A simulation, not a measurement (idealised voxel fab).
Process module, titled voxel local oxidation
FYI the section here is cut, 270 nm wide, cells are 5 nm squares.
Cross-section spec: square-cell grid; bands listed top down; each band is one or more rows. Top, bottom (nm), then materials left to right with widths (nm); lone material tagged "edge to edge" fills the whole band edge to edge; "empty" = empty space. Heights are measured from 0, the level below which the as-received wafer is all one material; the lowest band has no bottom and continues downward, written as in "0 down". You'd read "30 to 40" like this: the band's top row of cells is as wide as the first number, its bottom row is as wide as the second, and going down, every row changes width by the same amount as the row before did. Reading "no modification" for a step: not a cell of the cross-section changed in it. "Sealed-off cavities" contains a list of empty spaces, each no smaller than 8 cells and without an open way to the top, written in the form width x height at distance with the distance from the left edge and all three in nm. If you see something after the settings on a step's line, that's the simulator's own remark about that step. On any step carrying a mask, the "overlay nm" setting, if present on the step's line, tells how far right of its planned place the mask lay; negative values point to the left.

Listed below are the process steps as planned:
1 RECEIVE, material Si
2 OXIDIZE, depth nm 5
3 CONFORMAL_DEP, material SiN, thk nm 10
4 PATTERN, tone cover, mask id ACTIVE, material resist, width nm 125, thk nm 20, overlay nm 0
5 DIRECTIONAL_ETCH, etch materials SiN, depth nm 10
6 STRIP, etch materials resist
7 SELECTIVE_ETCH, etch materials SiO2, depth nm 5
8 OXIDIZE, depth nm 15
9 STRIP, etch materials SiN

As-received wafer cross-section (after step 1):
- 0 down | Si edge to edge
- Sealed-off cavities: none

Cross-sectional view of the first of the two wafers upon completion of the module, processed in accordance with the plan:
- 0 to -5 | empty 75 nm / SiO2 115 nm / empty 80 nm
- -5 to -20 | SiO2 90 nm / Si 85 nm / SiO2 95 nm
- -20 down | Si edge to edge
- Sealed-off cavities: none

Now the second wafer, cross-sectioned at the end of the module. Nothing different at the start, nothing different in the plan compared with the first, just one mistake when it was actually run:
- 0 to -5 | empty 70 nm / SiO2 125 nm / empty 75 nm
- -5 to -20 | SiO2 85 nm / Si 95 nm / SiO2 90 nm
- -20 down | Si edge to edge
- Sealed-off cavities: none
It is concluded that the wafer was processed incorrectly with respect to the plan, in that it should be noted that step 4 was executed with settings other than those planned, the operation and settings actually applied being PATTERN, tone cover, mask id ACTIVE, material resist, width nm 135, thk nm 20, overlay nm 0
Cell-count delta at end, second wafer over first, by material: Si: 6 more | SiO2: 4 fewer
